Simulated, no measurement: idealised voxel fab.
process module | voxel wiring stack
cross-section cut | 260 nm wide | cells 5 nm
A cross-section is a grid of square cells, given in bands from the top down. A band is one or more rows of cells.
Each band's line starts with the height of the band's top and of its bottom, in nm. Then come its materials from left to right, each with its width in nm. One material with "throughout" fills the band from edge to edge. "air" is empty space.
Height 0 is the level under which the wafer as received is all one material. The lowest band goes on downwards, as in "0 down".
A width such as "30 to 40" changes by the same amount from each row of cells to the next, from the band's top row to its bottom row.
"no change" after a step means that no cell of the cross-section changed.
closed voids: empty space of 8 cells or more with no open way to the top, each as width x height at its distance from the left edge, in nm
after a step's settings: what the simulator itself notes on the step
overlay nm, on a step with a mask: how far to the right of its planned place the mask lay; to the left if negative
Each pair below shows a cross-section before one step and the cross-section after it, down to the lowest band that changed. The line under each pair gives the step between them, with its settings. The pairs can come from different runs of this module on the same starting wafer, so a pair continues from the pair above only where its "before" says so.
before
  70 to 65: lowk 70 | air 15 | lowk 75 | air 15 | lowk 85
  65 to 50: lowk 70 | Ru 15 | lowk 75 | Ru 15 | lowk 85
  50 to 45: SiCN 70 | Ru 15 | SiCN 75 | Ru 15 | SiCN 85
  45 to 20: SiO2 65 | SiCN 5 | Ru 30 | SiCN 5 | SiO2 5 | SiCN 5 | Ru 30 | SiCN 5 | SiO2 5 | SiCN 5 | Ru 30 | SiCN 5 | SiO2 65
  20 to 15: SiCN 70 | TiN 30 | SiCN 15 | TiN 30 | SiCN 15 | TiN 30 | SiCN 70
  15 to 0: SiO2 throughout
  0 down: Si throughout
  closed voids: none
after
  75 to 70: air 65 | Ru 25 | air 65 | Ru 25 | air 80
  70 to 50: lowk 70 | Ru 15 | lowk 75 | Ru 15 | lowk 85
  below 50: unchanged
  closed voids: none
the step between: op EPI | material Ru | thk nm 10
before: the cross-section after the pair above
after
  80 to 70: air 60 | Ru 35 | air 55 | Ru 35 | air 75
  below 70: unchanged
  closed voids: none
the step between: op EPI | material Ru | thk nm 5
before: the cross-section after the pair above
after
  85 to 80: air 55 | SiN 45 | air 45 | SiN 45 | air 70
  80 to 75: air 55 | SiN 5 | Ru 35 | SiN 5 | air 45 | SiN 5 | Ru 35 | SiN 5 | air 70
  75 to 70: SiN 60 | Ru 35 | SiN 55 | Ru 35 | SiN 75
  below 70: unchanged
  closed voids: none
the step between: op CONFORMAL_DEP | material SiN | thk nm 5
before: the cross-section after the pair above
after
  110 to 100: air 55 | SiO2 45 | air 45 | SiO2 45 | air 70
  100 to 85: SiO2 throughout
  85 to 80: SiO2 55 | SiN 45 | SiO2 45 | SiN 45 | SiO2 70
  80 to 75: SiO2 55 | SiN 5 | Ru 35 | SiN 5 | SiO2 45 | SiN 5 | Ru 35 | SiN 5 | SiO2 70
  below 75: unchanged
  closed voids: none
the step between: op DIRECTIONAL_DEP | material SiO2 | thk nm 25
before: the cross-section after the pair above
after
  125 to 115: air 55 | aC 45 | air 45 | aC 45 | air 70
  115 to 110: aC throughout
  110 to 100: aC 55 | SiO2 45 | aC 45 | SiO2 45 | aC 70
  below 100: unchanged
  closed voids: none
the step between: op DIRECTIONAL_DEP | material aC | thk nm 15
before: the cross-section after the pair above
after
  160 to 125: resist 70 | air 30 | resist 15 | air 30 | resist 15 | air 30 | resist 70
  125 to 115: resist 55 | aC 45 | resist 15 | air 30 | aC 45 | resist 70
  below 115: unchanged
  closed voids: none
the step between: op PATTERN | tone open | mask id METAL_2 | material resist | width nm 30 | pitch nm 45 | thk nm 35 | overlay nm 0
before: the cross-section after the pair above
after
  145 to 125: resist 70 | air 30 | resist 15 | air 30 | resist 15 | air 30 | resist 70
  125 to 115: resist 55 | aC 15 | air 30 | resist 15 | air 30 | aC 15 | air 30 | resist 70
  115 to 110: aC 70 | air 30 | aC 15 | air 30 | aC 15 | air 30 | aC 70
  110 to 100: aC 55 | SiO2 45 | aC 15 | air 30 | SiO2 45 | aC 70
  below 100: unchanged
  closed voids: none
the step between: op DIRECTIONAL_ETCH | etch materials aC | depth nm 15
before: the cross-section after the pair above
after
  125 to 115: air 55 | aC 15 | air 75 | aC 15 | air 100
  below 115: unchanged
  closed voids: none
the step between: op STRIP | etch materials resist
before: the cross-section after the pair above
after
  125 to 115: air 55 | aC 15 | air 75 | aC 15 | air 100
  115 to 110: aC 70 | air 30 | aC 15 | air 30 | aC 15 | air 30 | aC 70
  110 to 100: aC 55 | SiO2 15 | air 30 | aC 15 | air 30 | SiO2 15 | air 30 | aC 70
  100 to 85: SiO2 70 | air 30 | SiO2 15 | air 30 | SiO2 15 | air 30 | SiO2 70
  85 to 80: SiO2 55 | SiN 45 | SiO2 15 | air 30 | SiN 45 | SiO2 70
  80 to 75: SiO2 55 | SiN 5 | Ru 35 | SiN 5 | SiO2 15 | air 30 | SiN 5 | Ru 35 | SiN 5 | SiO2 70
  below 75: unchanged
  closed voids: none
the step between: op DIRECTIONAL_ETCH | etch materials SiO2 | depth nm 25
before: the cross-section after the pair above
after
  125 to 115: air 55 | aC 15 | air 75 | aC 15 | air 100
  115 to 110: aC 70 | air 30 | aC 15 | air 30 | aC 15 | air 30 | aC 70
  110 to 100: aC 55 | SiO2 15 | air 30 | aC 15 | air 30 | SiO2 15 | air 30 | aC 70
  100 to 85: SiO2 70 | air 30 | SiO2 15 | air 30 | SiO2 15 | air 30 | SiO2 70
  85 to 80: SiO2 55 | SiN 15 | air 30 | SiO2 15 | air 30 | SiN 15 | air 30 | SiO2 70
  80 to 75: SiO2 55 | SiN 5 | Ru 35 | SiN 5 | SiO2 15 | air 30 | SiN 5 | Ru 35 | SiN 5 | SiO2 70
  75 to 70: SiN 60 | Ru 35 | SiN 20 | air 30 | SiN 5 | Ru 35 | SiN 75
  below 70: unchanged
  closed voids: none
the step between: op DIRECTIONAL_ETCH | etch materials SiN | depth nm 5
before: the cross-section after the pair above
after
  110 to 100: air 55 | SiO2 15 | air 75 | SiO2 15 | air 100
  below 100: unchanged
  closed voids: none
the step between: op STRIP | etch materials aC
before: the cross-section after the pair above
after
  115 to 110: air 50 | TiN 25 | air 65 | TiN 25 | air 95
  110 to 105: air 50 | TiN 5 | SiO2 15 | TiN 5 | air 65 | TiN 5 | SiO2 15 | TiN 5 | air 95
  105 to 100: TiN 55 | SiO2 15 | TiN 5 | air 20 | TiN 25 | air 20 | TiN 5 | SiO2 15 | TiN 5 | air 20 | TiN 75
  100 to 85: SiO2 70 | TiN 5 | air 20 | TiN 5 | SiO2 15 | TiN 5 | air 20 | TiN 5 | SiO2 15 | TiN 5 | air 20 | TiN 5 | SiO2 70
  85 to 80: SiO2 55 | SiN 15 | TiN 30 | SiO2 15 | TiN 5 | air 20 | TiN 5 | SiN 15 | TiN 30 | SiO2 70
  80 to 75: SiO2 55 | SiN 5 | Ru 35 | SiN 5 | SiO2 15 | TiN 5 | air 20 | TiN 5 | SiN 5 | Ru 35 | SiN 5 | SiO2 70
  75 to 70: SiN 60 | Ru 35 | SiN 20 | TiN 30 | SiN 5 | Ru 35 | SiN 75
  below 70: unchanged
  closed voids: none
the step between: op CONFORMAL_DEP | material TiN | thk nm 5
before: the cross-section after the pair above
after
  125 to 115: Ru throughout
  115 to 110: Ru 50 | TiN 25 | Ru 65 | TiN 25 | Ru 95
  110 to 105: Ru 50 | TiN 5 | SiO2 15 | TiN 5 | Ru 65 | TiN 5 | SiO2 15 | TiN 5 | Ru 95
  105 to 100: TiN 55 | SiO2 15 | TiN 5 | Ru 20 | TiN 25 | Ru 20 | TiN 5 | SiO2 15 | TiN 5 | Ru 20 | TiN 75
  100 to 85: SiO2 70 | TiN 5 | Ru 20 | TiN 5 | SiO2 15 | TiN 5 | Ru 20 | TiN 5 | SiO2 15 | TiN 5 | Ru 20 | TiN 5 | SiO2 70
  85 to 80: SiO2 55 | SiN 15 | TiN 30 | SiO2 15 | TiN 5 | Ru 20 | TiN 5 | SiN 15 | TiN 30 | SiO2 70
  80 to 75: SiO2 55 | SiN 5 | Ru 35 | SiN 5 | SiO2 15 | TiN 5 | Ru 20 | TiN 5 | SiN 5 | Ru 35 | SiN 5 | SiO2 70
  below 75: unchanged
  closed voids: none
the step between: op FILL_DEP | material Ru | thk nm 10
before: the cross-section after the pair above
after
  100 to 85: SiO2 70 | TiN 5 | Ru 20 | TiN 5 | SiO2 15 | TiN 5 | Ru 20 | TiN 5 | SiO2 15 | TiN 5 | Ru 20 | TiN 5 | SiO2 70
  below 85: unchanged
  closed voids: none
the step between: op CMP | height nm 100
before: the cross-section after the pair above
after
  105 to 100: air 65 | Ru 40 | air 5 | Ru 40 | air 5 | Ru 40 | air 65
  below 100: unchanged
  closed voids: none
the step between: op EPI | material Ru | thk nm 5
before: the cross-section after the pair above
after
  110 to 105: SiCN throughout
  105 to 100: SiCN 65 | Ru 40 | SiCN 5 | Ru 40 | SiCN 5 | Ru 40 | SiCN 65
  below 100: unchanged
  closed voids: none
the step between: op FILL_DEP | material SiCN | thk nm 5
before: the cross-section after the pair above
after
  135 to 110: lowk throughout
  below 110: unchanged
  closed voids: none
the step between: op DIRECTIONAL_DEP | material lowk | thk nm 25
before: the cross-section after the pair above
after
  155 to 135: resist 70 | air 30 | resist 15 | air 30 | resist 15 | air 30 | resist 70
  below 135: unchanged
  closed voids: none
the step between: op PATTERN | tone open | mask id METAL_3 | material resist | width nm 30 | pitch nm 45 | thk nm 20 | overlay nm 0
before: the cross-section after the pair above
after
  155 to 135: resist 70 | air 30 | resist 15 | air 30 | resist 15 | air 30 | resist 70
  135 to 120: lowk 70 | air 30 | lowk 15 | air 30 | lowk 15 | air 30 | lowk 70
  below 120: unchanged
  closed voids: none
the step between: op DIRECTIONAL_ETCH | etch materials lowk | depth nm 15
before: the cross-section after the pair above
after
  135 to 120: lowk 70 | air 30 | lowk 15 | air 30 | lowk 15 | air 30 | lowk 70
  below 120: unchanged
  closed voids: none
the step between: op STRIP | etch materials resist
before: the cross-section after the pair above
after
  150 to 135: aC 70 | air 30 | aC 15 | air 30 | aC 15 | air 30 | aC 70
  135 to 120: lowk 70 | aC 30 | lowk 15 | aC 30 | lowk 15 | aC 30 | lowk 70
  below 120: unchanged
  closed voids: none
the step between: op DIRECTIONAL_DEP | material aC | thk nm 15
before: the cross-section after the pair above
after
  180 to 150: resist 70 | air 15 | resist 30 | air 15 | resist 30 | air 15 | resist 85
  150 to 135: aC 70 | air 15 | resist 15 | aC 15 | air 15 | resist 15 | aC 15 | air 15 | resist 15 | aC 70
  below 135: unchanged
  closed voids: none
the step between: op PATTERN | tone open | mask id METAL_3_HOLES | material resist | width nm 15 | pitch nm 45 | thk nm 30 | overlay nm 0
before: the cross-section after the pair above
after
  165 to 150: resist 70 | air 15 | resist 30 | air 15 | resist 30 | air 15 | resist 85
  150 to 135: aC 70 | air 15 | resist 15 | aC 15 | air 15 | resist 15 | aC 15 | air 15 | resist 15 | aC 70
  135 to 120: lowk 70 | air 15 | aC 15 | lowk 15 | air 15 | aC 15 | lowk 15 | air 15 | aC 15 | lowk 70
  below 120: unchanged
  closed voids: none
the step between: op DIRECTIONAL_ETCH | etch materials aC | depth nm 15
before: the cross-section after the pair above
after
  150 to 135: aC 70 | air 30 | aC 15 | air 30 | aC 15 | air 30 | aC 70
  below 135: unchanged
  closed voids: none
the step between: op STRIP | etch materials resist
before: the cross-section after the pair above
after
  150 to 135: aC 70 | air 30 | aC 15 | air 30 | aC 15 | air 30 | aC 70
  135 to 120: lowk 70 | air 15 | aC 15 | lowk 15 | air 15 | aC 15 | lowk 15 | air 15 | aC 15 | lowk 70
  120 to 110: lowk 70 | air 15 | lowk 30 | air 15 | lowk 30 | air 15 | lowk 85
  below 110: unchanged
  closed voids: none
the step between: op DIRECTIONAL_ETCH | etch materials lowk | depth nm 10
before: the cross-section after the pair above
after
  150 to 135: aC 70 | air 30 | aC 15 | air 30 | aC 15 | air 30 | aC 70
  135 to 120: lowk 70 | air 15 | aC 15 | lowk 15 | air 15 | aC 15 | lowk 15 | air 15 | aC 15 | lowk 70
  120 to 110: lowk 70 | air 15 | lowk 30 | air 15 | lowk 30 | air 15 | lowk 85
  110 to 105: SiCN 70 | air 15 | SiCN 30 | air 15 | SiCN 30 | air 15 | SiCN 85
  below 105: unchanged
  closed voids: none
the step between: op DIRECTIONAL_ETCH | etch materials SiCN | depth nm 5
before: the cross-section after the pair above
after
  135 to 120: lowk 70 | air 30 | lowk 15 | air 30 | lowk 15 | air 30 | lowk 70
  below 120: unchanged
  closed voids: none
the step between: op STRIP | etch materials aC
before: the cross-section after the pair above
after
  140 to 135: TiN 75 | air 20 | TiN 25 | air 20 | TiN 25 | air 20 | TiN 75
  135 to 125: lowk 70 | TiN 5 | air 20 | TiN 5 | lowk 15 | TiN 5 | air 20 | TiN 5 | lowk 15 | TiN 5 | air 20 | TiN 5 | lowk 70
  125 to 120: lowk 70 | TiN 5 | air 5 | TiN 20 | lowk 15 | TiN 5 | air 5 | TiN 20 | lowk 15 | TiN 5 | air 5 | TiN 20 | lowk 70
  120 to 110: lowk 70 | TiN 5 | air 5 | TiN 5 | lowk 30 | TiN 5 | air 5 | TiN 5 | lowk 30 | TiN 5 | air 5 | TiN 5 | lowk 85
  110 to 105: SiCN 70 | TiN 15 | SiCN 30 | TiN 15 | SiCN 30 | TiN 15 | SiCN 85
  below 105: unchanged
  closed voids: none
the step between: op CONFORMAL_DEP | material TiN | thk nm 5
before: the cross-section after the pair above
after
  145 to 140: Cu throughout
  140 to 135: TiN 75 | Cu 20 | TiN 25 | Cu 20 | TiN 25 | Cu 20 | TiN 75
  135 to 125: lowk 70 | TiN 5 | Cu 20 | TiN 5 | lowk 15 | TiN 5 | Cu 20 | TiN 5 | lowk 15 | TiN 5 | Cu 20 | TiN 5 | lowk 70
  125 to 120: lowk 70 | TiN 5 | Cu 5 | TiN 20 | lowk 15 | TiN 5 | Cu 5 | TiN 20 | lowk 15 | TiN 5 | Cu 5 | TiN 20 | lowk 70
  120 to 110: lowk 70 | TiN 5 | Cu 5 | TiN 5 | lowk 30 | TiN 5 | Cu 5 | TiN 5 | lowk 30 | TiN 5 | Cu 5 | TiN 5 | lowk 85
  below 110: unchanged
  closed voids: none
the step between: op FILL_DEP | material Cu | thk nm 5
before: the cross-section after the pair above
after
  135 to 125: lowk 70 | TiN 5 | Cu 20 | TiN 5 | lowk 15 | TiN 5 | Cu 20 | TiN 5 | lowk 15 | TiN 5 | Cu 20 | TiN 5 | lowk 70
  below 125: unchanged
  closed voids: none
the step between: op CMP | height nm 135
before: the cross-section after the pair above
after
  140 to 135: SiN throughout
  below 135: unchanged
  closed voids: none
the step between: op CONFORMAL_DEP | material SiN | thk nm 5
before
  40 to 15: Ru throughout
  15 to 0: SiO2 throughout
  0 down: Si throughout
  closed voids: none
after
  45 to 40: TiN throughout
  below 40: unchanged
  closed voids: none
the step between: op DIRECTIONAL_DEP | material TiN | thk nm 5
before: the cross-section after the pair above
after
  60 to 45: air 70 | resist 30 | air 15 | resist 30 | air 15 | resist 30 | air 70
  below 45: unchanged
  closed voids: none
the step between: op PATTERN | tone cover | mask id METAL_1 | material resist | width nm 30 | pitch nm 45 | thk nm 15 | overlay nm 0
before: the cross-section after the pair above
after
  60 to 45: air 70 | resist 30 | air 15 | resist 30 | air 15 | resist 30 | air 70
  45 to 40: air 70 | TiN 30 | air 15 | TiN 30 | air 15 | TiN 30 | air 70
  below 40: unchanged
  closed voids: none
the step between: op DIRECTIONAL_ETCH | etch materials TiN | depth nm 5
before: the cross-section after the pair above
after
  45 to 40: air 70 | TiN 30 | air 15 | TiN 30 | air 15 | TiN 30 | air 70
  below 40: unchanged
  closed voids: none
the step between: op STRIP | etch materials resist
before: the cross-section after the pair above
after
  50 to 45: air 65 | SiCN 40 | air 5 | SiCN 40 | air 5 | SiCN 40 | air 65
  45 to 40: SiCN 70 | TiN 30 | SiCN 15 | TiN 30 | SiCN 15 | TiN 30 | SiCN 70
  below 40: unchanged
  closed voids: none
the step between: op CONFORMAL_DEP | material SiCN | thk nm 5
before: the cross-section after the pair above
after
  55 to 50: SiO2 throughout
  50 to 45: SiO2 65 | SiCN 40 | SiO2 5 | SiCN 40 | SiO2 5 | SiCN 40 | SiO2 65
  below 45: unchanged
  closed voids: none
the step between: op FILL_DEP | material SiO2 | thk nm 5
before: the cross-section after the pair above
after
  45 to 40: SiCN 70 | TiN 30 | SiCN 15 | TiN 30 | SiCN 15 | TiN 30 | SiCN 70
  below 40: unchanged
  closed voids: none
the step between: op CMP | height nm 45
before: the cross-section after the pair above
after
  50 to 45: SiCN throughout
  below 45: unchanged
  closed voids: none
the step between: op CONFORMAL_DEP | material SiCN | thk nm 5
before: the cross-section after the pair above
after
  70 to 50: lowk throughout
  below 50: unchanged
  closed voids: none
the step between: op DIRECTIONAL_DEP | material lowk | thk nm 20
before: the cross-section after the pair above
after
  70 to 50: lowk 70 | air 15 | lowk 75 | air 15 | lowk 85
  below 50: unchanged
  closed voids: none
the step between: op MASKED_ETCH | tone open | mask id PLUG_1 | width nm 15 | pitch nm 90 | etch materials lowk | depth nm 20 | overlay nm 0
before: the cross-section after the pair above
after
  70 to 50: lowk 70 | air 15 | lowk 75 | air 15 | lowk 85
  50 to 45: SiCN 70 | air 15 | SiCN 75 | air 15 | SiCN 85
  below 45: unchanged
  closed voids: none
the step between: op MASKED_ETCH | tone open | mask id PLUG_1 | width nm 15 | pitch nm 90 | etch materials SiCN | depth nm 5 | overlay nm 0
before: the cross-section after the pair above
after
  70 to 55: lowk 70 | air 15 | lowk 75 | air 15 | lowk 85
  55 to 50: lowk 70 | Ru 15 | lowk 75 | Ru 15 | lowk 85
  50 to 45: SiCN 70 | Ru 15 | SiCN 75 | Ru 15 | SiCN 85
  below 45: unchanged
  closed voids: none
the step between: op EPI | material Ru | thk nm 10
before: the cross-section after the pair above
after
  70 to 65: lowk 70 | air 15 | lowk 75 | air 15 | lowk 85
  65 to 50: lowk 70 | Ru 15 | lowk 75 | Ru 15 | lowk 85
  below 50: unchanged
  closed voids: none
the step between: op EPI | material Ru | thk nm 10
before: the cross-section after the pair above
after
  70 to 50: lowk 70 | Ru 15 | lowk 75 | Ru 15 | lowk 85
  below 50: unchanged
  closed voids: none
the step between: op EPI | material Ru | thk nm 5
before: the cross-section after the pair above
after
  75 to 70: SiN throughout
  below 70: unchanged
  closed voids: none
the step between: op CONFORMAL_DEP | material SiN | thk nm 5
before: the cross-section after the pair above
after
  100 to 75: SiO2 throughout
  below 75: unchanged
  closed voids: none
the step between: op DIRECTIONAL_DEP | material SiO2 | thk nm 25
before: the cross-section after the pair above
after
  115 to 100: aC throughout
  below 100: unchanged
  closed voids: none
the step between: op DIRECTIONAL_DEP | material aC | thk nm 15
before: the cross-section after the pair above
after
  150 to 115: resist 70 | air 30 | resist 15 | air 30 | resist 15 | air 30 | resist 70
  below 115: unchanged
  closed voids: none
the step between: op PATTERN | tone open | mask id METAL_2 | material resist | width nm 30 | pitch nm 45 | thk nm 35 | overlay nm 0
before: the cross-section after the pair above
after
  135 to 115: resist 70 | air 30 | resist 15 | air 30 | resist 15 | air 30 | resist 70
  115 to 100: aC 70 | air 30 | aC 15 | air 30 | aC 15 | air 30 | aC 70
  below 100: unchanged
  closed voids: none
the step between: op DIRECTIONAL_ETCH | etch materials aC | depth nm 15
before: the cross-section after the pair above
after
  115 to 100: aC 70 | air 30 | aC 15 | air 30 | aC 15 | air 30 | aC 70
  below 100: unchanged
  closed voids: none
the step between: op STRIP | etch materials resist
before: the cross-section after the pair above
after
  115 to 100: aC 70 | air 30 | aC 15 | air 30 | aC 15 | air 30 | aC 70
  100 to 75: SiO2 70 | air 30 | SiO2 15 | air 30 | SiO2 15 | air 30 | SiO2 70
  below 75: unchanged
  closed voids: none
the step between: op DIRECTIONAL_ETCH | etch materials SiO2 | depth nm 25
before: the cross-section after the pair above
after
  115 to 100: aC 70 | air 30 | aC 15 | air 30 | aC 15 | air 30 | aC 70
  100 to 75: SiO2 70 | air 30 | SiO2 15 | air 30 | SiO2 15 | air 30 | SiO2 70
  75 to 70: SiN 70 | air 30 | SiN 15 | air 30 | SiN 15 | air 30 | SiN 70
  below 70: unchanged
  closed voids: none
the step between: op DIRECTIONAL_ETCH | etch materials SiN | depth nm 5
before: the cross-section after the pair above
after
  100 to 75: SiO2 70 | air 30 | SiO2 15 | air 30 | SiO2 15 | air 30 | SiO2 70
  below 75: unchanged
  closed voids: none
the step between: op STRIP | etch materials aC
before: the cross-section after the pair above
after
  105 to 100: TiN 75 | air 20 | TiN 25 | air 20 | TiN 25 | air 20 | TiN 75
  100 to 75: SiO2 70 | TiN 5 | air 20 | TiN 5 | SiO2 15 | TiN 5 | air 20 | TiN 5 | SiO2 15 | TiN 5 | air 20 | TiN 5 | SiO2 70
  75 to 70: SiN 70 | TiN 30 | SiN 15 | TiN 30 | SiN 15 | TiN 30 | SiN 70
  below 70: unchanged
  closed voids: none
the step between: op CONFORMAL_DEP | material TiN | thk nm 5
before: the cross-section after the pair above
after
  115 to 105: Ru throughout
  105 to 100: TiN 75 | Ru 20 | TiN 25 | Ru 20 | TiN 25 | Ru 20 | TiN 75
  100 to 75: SiO2 70 | TiN 5 | Ru 20 | TiN 5 | SiO2 15 | TiN 5 | Ru 20 | TiN 5 | SiO2 15 | TiN 5 | Ru 20 | TiN 5 | SiO2 70
  below 75: unchanged
  closed voids: none
the step between: op FILL_DEP | material Ru | thk nm 10
before: the cross-section after the pair above
after
  100 to 75: SiO2 70 | TiN 5 | Ru 20 | TiN 5 | SiO2 15 | TiN 5 | Ru 20 | TiN 5 | SiO2 15 | TiN 5 | Ru 20 | TiN 5 | SiO2 70
  below 75: unchanged
  closed voids: none
the step between: op CMP | height nm 100
before: the cross-section after the pair above
after
  105 to 100: air 65 | Ru 40 | air 5 | Ru 40 | air 5 | Ru 40 | air 65
  below 100: unchanged
  closed voids: none
the step between: op EPI | material Ru | thk nm 5
before: the cross-section after the pair above
after
  110 to 105: SiCN throughout
  105 to 100: SiCN 65 | Ru 40 | SiCN 5 | Ru 40 | SiCN 5 | Ru 40 | SiCN 65
  below 100: unchanged
  closed voids: none
the step between: op FILL_DEP | material SiCN | thk nm 5
before: the cross-section after the pair above
after
  135 to 110: lowk throughout
  below 110: unchanged
  closed voids: none
the step between: op DIRECTIONAL_DEP | material lowk | thk nm 25
before: the cross-section after the pair above
after
  155 to 135: resist 70 | air 30 | resist 15 | air 30 | resist 15 | air 30 | resist 70
  below 135: unchanged
  closed voids: none
the step between: op PATTERN | tone open | mask id METAL_3 | material resist | width nm 30 | pitch nm 45 | thk nm 20 | overlay nm 0
before: the cross-section after the pair above
after
  155 to 135: resist 70 | air 30 | resist 15 | air 30 | resist 15 | air 30 | resist 70
  135 to 120: lowk 70 | air 30 | lowk 15 | air 30 | lowk 15 | air 30 | lowk 70
  below 120: unchanged
  closed voids: none
the step between: op DIRECTIONAL_ETCH | etch materials lowk | depth nm 15
before: the cross-section after the pair above
after
  135 to 120: lowk 70 | air 30 | lowk 15 | air 30 | lowk 15 | air 30 | lowk 70
  below 120: unchanged
  closed voids: none
the step between: op STRIP | etch materials resist
before: the cross-section after the pair above
after
  150 to 135: aC 70 | air 30 | aC 15 | air 30 | aC 15 | air 30 | aC 70
  135 to 120: lowk 70 | aC 30 | lowk 15 | aC 30 | lowk 15 | aC 30 | lowk 70
  below 120: unchanged
  closed voids: none
the step between: op DIRECTIONAL_DEP | material aC | thk nm 15
before: the cross-section after the pair above
after
  180 to 150: resist 70 | air 15 | resist 30 | air 15 | resist 30 | air 15 | resist 85
  150 to 135: aC 70 | air 15 | resist 15 | aC 15 | air 15 | resist 15 | aC 15 | air 15 | resist 15 | aC 70
  below 135: unchanged
  closed voids: none
the step between: op PATTERN | tone open | mask id METAL_3_HOLES | material resist | width nm 15 | pitch nm 45 | thk nm 30 | overlay nm 0
before: the cross-section after the pair above
after
  165 to 150: resist 70 | air 15 | resist 30 | air 15 | resist 30 | air 15 | resist 85
  150 to 135: aC 70 | air 15 | resist 15 | aC 15 | air 15 | resist 15 | aC 15 | air 15 | resist 15 | aC 70
  135 to 120: lowk 70 | air 15 | aC 15 | lowk 15 | air 15 | aC 15 | lowk 15 | air 15 | aC 15 | lowk 70
  below 120: unchanged
  closed voids: none
the step between: op DIRECTIONAL_ETCH | etch materials aC | depth nm 15
before: the cross-section after the pair above
after
  150 to 135: aC 70 | air 30 | aC 15 | air 30 | aC 15 | air 30 | aC 70
  below 135: unchanged
  closed voids: none
the step between: op STRIP | etch materials resist
before: the cross-section after the pair above
after
  150 to 135: aC 70 | air 30 | aC 15 | air 30 | aC 15 | air 30 | aC 70
  135 to 120: lowk 70 | air 15 | aC 15 | lowk 15 | air 15 | aC 15 | lowk 15 | air 15 | aC 15 | lowk 70
  120 to 110: lowk 70 | air 15 | lowk 30 | air 15 | lowk 30 | air 15 | lowk 85
  below 110: unchanged
  closed voids: none
the step between: op DIRECTIONAL_ETCH | etch materials lowk | depth nm 10
before: the cross-section after the pair above
after
  150 to 135: aC 70 | air 30 | aC 15 | air 30 | aC 15 | air 30 | aC 70
  135 to 120: lowk 70 | air 15 | aC 15 | lowk 15 | air 15 | aC 15 | lowk 15 | air 15 | aC 15 | lowk 70
  120 to 110: lowk 70 | air 15 | lowk 30 | air 15 | lowk 30 | air 15 | lowk 85
  110 to 105: SiCN 70 | air 15 | SiCN 30 | air 15 | SiCN 30 | air 15 | SiCN 85
  below 105: unchanged
  closed voids: none
the step between: op DIRECTIONAL_ETCH | etch materials SiCN | depth nm 5
before: the cross-section after the pair above
after
  135 to 120: lowk 70 | air 30 | lowk 15 | air 30 | lowk 15 | air 30 | lowk 70
  below 120: unchanged
  closed voids: none
the step between: op STRIP | etch materials aC
before: the cross-section after the pair above
after
  140 to 135: TiN 75 | air 20 | TiN 25 | air 20 | TiN 25 | air 20 | TiN 75
  135 to 125: lowk 70 | TiN 5 | air 20 | TiN 5 | lowk 15 | TiN 5 | air 20 | TiN 5 | lowk 15 | TiN 5 | air 20 | TiN 5 | lowk 70
  125 to 120: lowk 70 | TiN 5 | air 5 | TiN 20 | lowk 15 | TiN 5 | air 5 | TiN 20 | lowk 15 | TiN 5 | air 5 | TiN 20 | lowk 70
  120 to 110: lowk 70 | TiN 5 | air 5 | TiN 5 | lowk 30 | TiN 5 | air 5 | TiN 5 | lowk 30 | TiN 5 | air 5 | TiN 5 | lowk 85
  110 to 105: SiCN 70 | TiN 15 | SiCN 30 | TiN 15 | SiCN 30 | TiN 15 | SiCN 85
  below 105: unchanged
  closed voids: none
the step between: op CONFORMAL_DEP | material TiN | thk nm 5
before: the cross-section after the pair above
after
  145 to 140: Cu throughout
  140 to 135: TiN 75 | Cu 20 | TiN 25 | Cu 20 | TiN 25 | Cu 20 | TiN 75
  135 to 125: lowk 70 | TiN 5 | Cu 20 | TiN 5 | lowk 15 | TiN 5 | Cu 20 | TiN 5 | lowk 15 | TiN 5 | Cu 20 | TiN 5 | lowk 70
  125 to 120: lowk 70 | TiN 5 | Cu 5 | TiN 20 | lowk 15 | TiN 5 | Cu 5 | TiN 20 | lowk 15 | TiN 5 | Cu 5 | TiN 20 | lowk 70
  120 to 110: lowk 70 | TiN 5 | Cu 5 | TiN 5 | lowk 30 | TiN 5 | Cu 5 | TiN 5 | lowk 30 | TiN 5 | Cu 5 | TiN 5 | lowk 85
  below 110: unchanged
  closed voids: none
the step between: op FILL_DEP | material Cu | thk nm 5
before: the cross-section after the pair above
after
  135 to 125: lowk 70 | TiN 5 | Cu 20 | TiN 5 | lowk 15 | TiN 5 | Cu 20 | TiN 5 | lowk 15 | TiN 5 | Cu 20 | TiN 5 | lowk 70
  below 125: unchanged
  closed voids: none
the step between: op CMP | height nm 135
before: the cross-section after the pair above
after
  140 to 135: SiN throughout
  below 135: unchanged
  closed voids: none
the step between: op CONFORMAL_DEP | material SiN | thk nm 5
before
  55 to 50: SiO2 throughout
  50 to 45: SiO2 65 | SiCN 40 | SiO2 5 | SiCN 40 | SiO2 5 | SiCN 40 | SiO2 65
  45 to 20: SiO2 65 | SiCN 5 | Ru 30 | SiCN 5 | SiO2 5 | SiCN 5 | Ru 30 | SiCN 5 | SiO2 5 | SiCN 5 | Ru 30 | SiCN 5 | SiO2 65
  20 to 15: SiCN 70 | TiN 30 | SiCN 15 | TiN 30 | SiCN 15 | TiN 30 | SiCN 70
  15 to 0: SiO2 throughout
  0 down: Si throughout
  closed voids: none
after
  40 to 20: SiO2 65 | SiCN 5 | Ru 30 | SiCN 5 | SiO2 5 | SiCN 5 | Ru 30 | SiCN 5 | SiO2 5 | SiCN 5 | Ru 30 | SiCN 5 | SiO2 65
  below 20: unchanged
  closed voids: none
the step between: op CMP | height nm 40
before: the cross-section after the pair above
after
  45 to 40: SiCN throughout
  below 40: unchanged
  closed voids: none
the step between: op CONFORMAL_DEP | material SiCN | thk nm 5
before: the cross-section after the pair above
after
  65 to 45: lowk throughout
  below 45: unchanged
  closed voids: none
the step between: op DIRECTIONAL_DEP | material lowk | thk nm 20
before: the cross-section after the pair above
after
  65 to 45: lowk 70 | air 15 | lowk 75 | air 15 | lowk 85
  below 45: unchanged
  closed voids: none
the step between: op MASKED_ETCH | tone open | mask id PLUG_1 | width nm 15 | pitch nm 90 | etch materials lowk | depth nm 20 | overlay nm 0
before: the cross-section after the pair above
after
  65 to 45: lowk 70 | air 15 | lowk 75 | air 15 | lowk 85
  45 to 40: SiCN 70 | air 15 | SiCN 75 | air 15 | SiCN 85
  below 40: unchanged
  closed voids: none
the step between: op MASKED_ETCH | tone open | mask id PLUG_1 | width nm 15 | pitch nm 90 | etch materials SiCN | depth nm 5 | overlay nm 0
before: the cross-section after the pair above
after
  65 to 50: lowk 70 | air 15 | lowk 75 | air 15 | lowk 85
  50 to 45: lowk 70 | Ru 15 | lowk 75 | Ru 15 | lowk 85
  45 to 40: SiCN 70 | Ru 15 | SiCN 75 | Ru 15 | SiCN 85
  below 40: unchanged
  closed voids: none
the step between: op EPI | material Ru | thk nm 10
before: the cross-section after the pair above
after
  65 to 60: lowk 70 | air 15 | lowk 75 | air 15 | lowk 85
  60 to 45: lowk 70 | Ru 15 | lowk 75 | Ru 15 | lowk 85
  below 45: unchanged
  closed voids: none
the step between: op EPI | material Ru | thk nm 10
